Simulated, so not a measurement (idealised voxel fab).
voxel self aligned contacts: a process module
cross-section cut | 250 nm wide | cells 5 nm
The cross-sections in this document take the form of a grid made of square cells. They are written out as bands, in order from top to bottom. Each band consists of one or more rows of cells. A band entry consists of two parts. The first gives the height of the band's top and the height of its bottom, in nm. The rest lists the band's materials from left to right, each with its width in nm. A single material labelled with the word "all across" fills the band from edge to edge, and the word "empty" marks empty space. Note: height 0 marks the level under which the wafer is uniformly one material as received. Lowest band unbounded below, written "z 0 and below". When a width is written as two numbers, as in "30->40", the first number is the width in the top row of cells of the band and the second is the width in its bottom row, and the width changes by the same amount from each row to the next. No cell of the cross-section changed in a step that is given as "same as before". "Closed void entries" - sealed voids, min. 8 cells, no opening to top; format: width x height at distance (distance from left edge; nm throughout). Formally, on a step line, whatever follows the settings is a remark that the simulator itself makes on the step. The "overlay nm" setting may appear on a step's line; for a step that uses a mask, it gives how far to the right of its planned position the mask lay, and a negative value indicates the left.
These are the steps we planned for the process
1,RECEIVE (material Si)
2,OXIDIZE (depth nm 5)
3,DIRECTIONAL_DEP (material polySi; thk nm 30)
4,DIRECTIONAL_DEP (material SiN; thk nm 20)
5,DIRECTIONAL_DEP (material aC; thk nm 15)
6,PATTERN (tone cover; mask id GATE; material resist; width nm 35; pitch nm 65; thk nm 30; overlay nm 0)
7,DIRECTIONAL_ETCH (etch materials aC; depth nm 15)
8,STRIP (etch materials resist)
9,DIRECTIONAL_ETCH (etch materials SiN; depth nm 20)
10,DIRECTIONAL_ETCH (etch materials polySi; depth nm 30)
11,STRIP (etch materials aC)
12,CONFORMAL_DEP (material SiN; thk nm 5)
13,DIRECTIONAL_ETCH (etch materials SiN; depth nm 5)
14,FILL_DEP (material SiO2; thk nm 20)
15,CMP (height nm 60)
16,DIRECTIONAL_DEP (material aC; thk nm 15)
17,PATTERN (tone open; mask id CONTACT; material resist; width nm 40; pitch nm 65; thk nm 30; overlay nm 0)
18,DIRECTIONAL_ETCH (etch materials aC; depth nm 15)
19,STRIP (etch materials resist)
20,DIRECTIONAL_ETCH (etch materials SiO2; depth nm 65)
21,STRIP (etch materials aC)
22,CONFORMAL_DEP (material TiN; thk nm 5)
23,FILL_DEP (material Ru; thk nm 5)
24,CMP (height nm 60)
25,CONFORMAL_DEP (material SiCN; thk nm 5)
First wafer, two in total, run as planned
Cross-sectional view of the wafer in its as-received condition, corresponding to the state after step 1
* z 0 and below | Si all across
* Closed void entries: none
Cross-section through the wafer, step 2 finished
* z 0 to -5 | SiO2 all across
* Below -5, no change.
Cross-section through the wafer, step 3 finished
* z 30 to 0 | polySi all across
* Below 0, no change.
Cross-section through the wafer, step 4 finished
* z 50 to 30 | SiN all across
* Below 30, no change.
Cross-section through the wafer, step 5 finished
* z 65 to 50 | aC all across
* Below 50, no change.
Cross-section through the wafer, step 6 finished
* z 95 to 65 | empty: 40 / resist: 35 / empty: 30 / resist: 35 / empty: 30 / resist: 35 / empty: 45
* Below 65, no change.
Cross-section through the wafer, step 7 finished
* z 80 to 65 | empty: 40 / resist: 35 / empty: 30 / resist: 35 / empty: 30 / resist: 35 / empty: 45
* z 65 to 50 | empty: 40 / aC: 35 / empty: 30 / aC: 35 / empty: 30 / aC: 35 / empty: 45
* Below 50, no change.
Cross-section through the wafer, step 8 finished
* z 65 to 50 | empty: 40 / aC: 35 / empty: 30 / aC: 35 / empty: 30 / aC: 35 / empty: 45
* Below 50, no change.
Cross-section through the wafer, step 9 finished
* z 65 to 50 | empty: 40 / aC: 35 / empty: 30 / aC: 35 / empty: 30 / aC: 35 / empty: 45
* z 50 to 30 | empty: 40 / SiN: 35 / empty: 30 / SiN: 35 / empty: 30 / SiN: 35 / empty: 45
* Below 30, no change.
Cross-section through the wafer, step 10 finished
* z 65 to 50 | empty: 40 / aC: 35 / empty: 30 / aC: 35 / empty: 30 / aC: 35 / empty: 45
* z 50 to 30 | empty: 40 / SiN: 35 / empty: 30 / SiN: 35 / empty: 30 / SiN: 35 / empty: 45
* z 30 to 0 | empty: 40 / polySi: 35 / empty: 30 / polySi: 35 / empty: 30 / polySi: 35 / empty: 45
* Below 0, no change.
Cross-section through the wafer, step 11 finished
* z 50 to 30 | empty: 40 / SiN: 35 / empty: 30 / SiN: 35 / empty: 30 / SiN: 35 / empty: 45
* Below 30, no change.
Cross-section through the wafer, step 12 finished
* z 55 to 30 | empty: 35 / SiN: 45 / empty: 20 / SiN: 45 / empty: 20 / SiN: 45 / empty: 40
* z 30 to 5 | empty: 35 / SiN: 5 / polySi: 35 / SiN: 5 / empty: 20 / SiN: 5 / polySi: 35 / SiN: 5 / empty: 20 / SiN: 5 / polySi: 35 / SiN: 5 / empty: 40
* z 5 to 0 | SiN: 40 / polySi: 35 / SiN: 30 / polySi: 35 / SiN: 30 / polySi: 35 / SiN: 45
* Below 0, no change.
Cross-section through the wafer, step 13 finished
* z 50 to 30 | empty: 35 / SiN: 45 / empty: 20 / SiN: 45 / empty: 20 / SiN: 45 / empty: 40
* z 30 to 0 | empty: 35 / SiN: 5 / polySi: 35 / SiN: 5 / empty: 20 / SiN: 5 / polySi: 35 / SiN: 5 / empty: 20 / SiN: 5 / polySi: 35 / SiN: 5 / empty: 40
* Below 0, no change.
Cross-section through the wafer, step 14 finished
* z 70 to 50 | SiO2 all across
* z 50 to 30 | SiO2: 35 / SiN: 45 / SiO2: 20 / SiN: 45 / SiO2: 20 / SiN: 45 / SiO2: 40
* z 30 to 0 | SiO2: 35 / SiN: 5 / polySi: 35 / SiN: 5 / SiO2: 20 / SiN: 5 / polySi: 35 / SiN: 5 / SiO2: 20 / SiN: 5 / polySi: 35 / SiN: 5 / SiO2: 40
* Below 0, no change.
Cross-section through the wafer, step 15 finished
* z 60 to 50 | SiO2 all across
* Below 50, no change.
Cross-section through the wafer, step 16 finished
* z 75 to 60 | aC all across
* Below 60, no change.
Cross-section through the wafer, step 17 finished
* z 105 to 75 | resist: 70 / empty: 40 / resist: 25 / empty: 40 / resist: 75
* Below 75, no change.
Cross-section through the wafer, step 18 finished
* z 90 to 75 | resist: 70 / empty: 40 / resist: 25 / empty: 40 / resist: 75
* z 75 to 60 | aC: 70 / empty: 40 / aC: 25 / empty: 40 / aC: 75
* Below 60, no change.
Cross-section through the wafer, step 19 finished
* z 75 to 60 | aC: 70 / empty: 40 / aC: 25 / empty: 40 / aC: 75
* Below 60, no change.
Cross-section through the wafer, step 20 finished
* z 75 to 60 | aC: 70 / empty: 40 / aC: 25 / empty: 40 / aC: 75
* z 60 to 50 | SiO2: 70 / empty: 40 / SiO2: 25 / empty: 40 / SiO2: 75
* z 50 to 30 | SiO2: 35 / SiN: 45 / empty: 20 / SiN: 45 / empty: 20 / SiN: 45 / SiO2: 40
* z 30 to 0 | SiO2: 35 / SiN: 5 / polySi: 35 / SiN: 5 / empty: 20 / SiN: 5 / polySi: 35 / SiN: 5 / empty: 20 / SiN: 5 / polySi: 35 / SiN: 5 / SiO2: 40
* z 0 to -5 | SiO2: 80 / empty: 20 / SiO2: 45 / empty: 20 / SiO2: 85
* Below -5, no change.
Cross-section through the wafer, step 21 finished
* z 60 to 50 | SiO2: 70 / empty: 40 / SiO2: 25 / empty: 40 / SiO2: 75
* Below 50, no change.
Cross-section through the wafer, step 22 finished
* z 65 to 60 | TiN: 75 / empty: 30 / TiN: 35 / empty: 30 / TiN: 80
* z 60 to 50 | SiO2: 70 / TiN: 5->15 / empty: 30->10 / TiN: 5->15 / SiO2: 25 / TiN: 5->15 / empty: 30->10 / TiN: 5->15 / SiO2: 75
* z 50 to 30 | SiO2: 35 / SiN: 45 / TiN: 5 / empty: 10 / TiN: 5 / SiN: 45 / TiN: 5 / empty: 10 / TiN: 5 / SiN: 45 / SiO2: 40
* z 30 to 0 | SiO2: 35 / SiN: 5 / polySi: 35 / SiN: 5 / TiN: 5 / empty: 10 / TiN: 5 / SiN: 5 / polySi: 35 / SiN: 5 / TiN: 5 / empty: 10 / TiN: 5 / SiN: 5 / polySi: 35 / SiN: 5 / SiO2: 40
* z 0 to -5 | SiO2: 80 / TiN: 20 / SiO2: 45 / TiN: 20 / SiO2: 85
* Below -5, no change.
Cross-section through the wafer, step 23 finished
* z 70 to 65 | Ru all across
* z 65 to 60 | TiN: 75 / Ru: 30 / TiN: 35 / Ru: 30 / TiN: 80
* z 60 to 50 | SiO2: 70 / TiN: 5->15 / Ru: 30->10 / TiN: 5->15 / SiO2: 25 / TiN: 5->15 / Ru: 30->10 / TiN: 5->15 / SiO2: 75
* z 50 to 30 | SiO2: 35 / SiN: 45 / TiN: 5 / Ru: 10 / TiN: 5 / SiN: 45 / TiN: 5 / Ru: 10 / TiN: 5 / SiN: 45 / SiO2: 40
* z 30 to 0 | SiO2: 35 / SiN: 5 / polySi: 35 / SiN: 5 / TiN: 5 / Ru: 10 / TiN: 5 / SiN: 5 / polySi: 35 / SiN: 5 / TiN: 5 / Ru: 10 / TiN: 5 / SiN: 5 / polySi: 35 / SiN: 5 / SiO2: 40
* Below 0, no change.
Cross-section through the wafer, step 24 finished
* z 60 to 50 | SiO2: 70 / TiN: 5->15 / Ru: 30->10 / TiN: 5->15 / SiO2: 25 / TiN: 5->15 / Ru: 30->10 / TiN: 5->15 / SiO2: 75
* Below 50, no change.
Cross-section through the wafer, step 25 finished
* z 65 to 60 | SiCN all across
* Below 60, no change.
Notes, second wafer: start = first wafer's, plan = first wafer's, execution had one mistake; history identical to first through step 2
The second wafer cut through, at the time step 3 was supposed to be finished
* z 60 to 0 | polySi all across
* Below 0, no change.
The second wafer cut through, at the time step 4 was supposed to be finished
* z 80 to 60 | SiN all across
* Below 60, no change.
The second wafer cut through, at the time step 5 was supposed to be finished
* z 95 to 80 | aC all across
* Below 80, no change.
The second wafer cut through, at the time step 6 was supposed to be finished
* z 125 to 95 | empty: 40 / resist: 35 / empty: 30 / resist: 35 / empty: 30 / resist: 35 / empty: 45
* Below 95, no change.
The second wafer cut through, at the time step 7 was supposed to be finished
* z 110 to 95 | empty: 40 / resist: 35 / empty: 30 / resist: 35 / empty: 30 / resist: 35 / empty: 45
* z 95 to 80 | empty: 40 / aC: 35 / empty: 30 / aC: 35 / empty: 30 / aC: 35 / empty: 45
* Below 80, no change.
The second wafer cut through, at the time step 8 was supposed to be finished
* z 95 to 80 | empty: 40 / aC: 35 / empty: 30 / aC: 35 / empty: 30 / aC: 35 / empty: 45
* Below 80, no change.
The second wafer cut through, at the time step 9 was supposed to be finished
* z 95 to 80 | empty: 40 / aC: 35 / empty: 30 / aC: 35 / empty: 30 / aC: 35 / empty: 45
* z 80 to 60 | empty: 40 / SiN: 35 / empty: 30 / SiN: 35 / empty: 30 / SiN: 35 / empty: 45
* Below 60, no change.
The second wafer cut through, at the time step 10 was supposed to be finished
* z 95 to 80 | empty: 40 / aC: 35 / empty: 30 / aC: 35 / empty: 30 / aC: 35 / empty: 45
* z 80 to 60 | empty: 40 / SiN: 35 / empty: 30 / SiN: 35 / empty: 30 / SiN: 35 / empty: 45
* z 60 to 30 | empty: 40 / polySi: 35 / empty: 30 / polySi: 35 / empty: 30 / polySi: 35 / empty: 45
* Below 30, no change.
The second wafer cut through, at the time step 11 was supposed to be finished
* z 80 to 60 | empty: 40 / SiN: 35 / empty: 30 / SiN: 35 / empty: 30 / SiN: 35 / empty: 45
* Below 60, no change.
The second wafer cut through, at the time step 12 was supposed to be finished
* z 85 to 60 | empty: 35 / SiN: 45 / empty: 20 / SiN: 45 / empty: 20 / SiN: 45 / empty: 40
* z 60 to 35 | empty: 35 / SiN: 5 / polySi: 35 / SiN: 5 / empty: 20 / SiN: 5 / polySi: 35 / SiN: 5 / empty: 20 / SiN: 5 / polySi: 35 / SiN: 5 / empty: 40
* z 35 to 30 | SiN: 40 / polySi: 35 / SiN: 30 / polySi: 35 / SiN: 30 / polySi: 35 / SiN: 45
* Below 30, no change.
The second wafer cut through, at the time step 13 was supposed to be finished
* z 80 to 60 | empty: 35 / SiN: 45 / empty: 20 / SiN: 45 / empty: 20 / SiN: 45 / empty: 40
* z 60 to 30 | empty: 35 / SiN: 5 / polySi: 35 / SiN: 5 / empty: 20 / SiN: 5 / polySi: 35 / SiN: 5 / empty: 20 / SiN: 5 / polySi: 35 / SiN: 5 / empty: 40
* Below 30, no change.
The second wafer cut through, at the time step 14 was supposed to be finished
* z 100 to 80 | SiO2 all across
* z 80 to 60 | SiO2: 35 / SiN: 45 / SiO2: 20 / SiN: 45 / SiO2: 20 / SiN: 45 / SiO2: 40
* z 60 to 30 | SiO2: 35 / SiN: 5 / polySi: 35 / SiN: 5 / SiO2: 20 / SiN: 5 / polySi: 35 / SiN: 5 / SiO2: 20 / SiN: 5 / polySi: 35 / SiN: 5 / SiO2: 40
* Below 30, no change.
The second wafer cut through, at the time step 15 was supposed to be finished
* z 60 to 30 | SiO2: 35 / SiN: 5 / polySi: 35 / SiN: 5 / SiO2: 20 / SiN: 5 / polySi: 35 / SiN: 5 / SiO2: 20 / SiN: 5 / polySi: 35 / SiN: 5 / SiO2: 40
* Below 30, no change.
The second wafer cut through, at the time step 16 was supposed to be finished
* z 75 to 60 | aC all across
* Below 60, no change.
The second wafer cut through, at the time step 17 was supposed to be finished
* z 105 to 75 | resist: 70 / empty: 40 / resist: 25 / empty: 40 / resist: 75
* Below 75, no change.
The second wafer cut through, at the time step 18 was supposed to be finished
* z 90 to 75 | resist: 70 / empty: 40 / resist: 25 / empty: 40 / resist: 75
* z 75 to 60 | aC: 70 / empty: 40 / aC: 25 / empty: 40 / aC: 75
* Below 60, no change.
The second wafer cut through, at the time step 19 was supposed to be finished
* z 75 to 60 | aC: 70 / empty: 40 / aC: 25 / empty: 40 / aC: 75
* Below 60, no change.
The second wafer cut through, at the time step 20 was supposed to be finished
* z 75 to 60 | aC: 70 / empty: 40 / aC: 25 / empty: 40 / aC: 75
* z 60 to 30 | SiO2: 35 / SiN: 5 / polySi: 35 / SiN: 5 / empty: 20 / SiN: 5 / polySi: 35 / SiN: 5 / empty: 20 / SiN: 5 / polySi: 35 / SiN: 5 / SiO2: 40
* Below 30, no change.
The second wafer cut through, at the time step 21 was supposed to be finished
* z 60 to 30 | SiO2: 35 / SiN: 5 / polySi: 35 / SiN: 5 / empty: 20 / SiN: 5 / polySi: 35 / SiN: 5 / empty: 20 / SiN: 5 / polySi: 35 / SiN: 5 / SiO2: 40
* Below 30, no change.
The second wafer cut through, at the time step 22 was supposed to be finished
* z 65 to 60 | TiN: 85 / empty: 10 / TiN: 55 / empty: 10 / TiN: 90
* z 60 to 35 | SiO2: 35 / SiN: 5 / polySi: 35 / SiN: 5 / TiN: 5 / empty: 10 / TiN: 5 / SiN: 5 / polySi: 35 / SiN: 5 / TiN: 5 / empty: 10 / TiN: 5 / SiN: 5 / polySi: 35 / SiN: 5 / SiO2: 40
* z 35 to 30 | SiO2: 35 / SiN: 5 / polySi: 35 / SiN: 5 / TiN: 20 / SiN: 5 / polySi: 35 / SiN: 5 / TiN: 20 / SiN: 5 / polySi: 35 / SiN: 5 / SiO2: 40
* Below 30, no change.
The second wafer cut through, at the time step 23 was supposed to be finished
* z 70 to 65 | Ru all across
* z 65 to 60 | TiN: 85 / Ru: 10 / TiN: 55 / Ru: 10 / TiN: 90
* z 60 to 35 | SiO2: 35 / SiN: 5 / polySi: 35 / SiN: 5 / TiN: 5 / Ru: 10 / TiN: 5 / SiN: 5 / polySi: 35 / SiN: 5 / TiN: 5 / Ru: 10 / TiN: 5 / SiN: 5 / polySi: 35 / SiN: 5 / SiO2: 40
* Below 35, no change.
The second wafer cut through, at the time step 24 was supposed to be finished
* z 60 to 35 | SiO2: 35 / SiN: 5 / polySi: 35 / SiN: 5 / TiN: 5 / Ru: 10 / TiN: 5 / SiN: 5 / polySi: 35 / SiN: 5 / TiN: 5 / Ru: 10 / TiN: 5 / SiN: 5 / polySi: 35 / SiN: 5 / SiO2: 40
* Below 35, no change.
The second wafer cut through, at the time step 25 was supposed to be finished
* z 65 to 60 | SiCN all across
* Below 60, no change.
Plan not followed: step 3 was run twice
Per the end-of-run cell counts, the second wafer holds more or fewer of some materials than the first: Ru -36, SiN -108, SiO2 -120, TiN -36, polySi +300
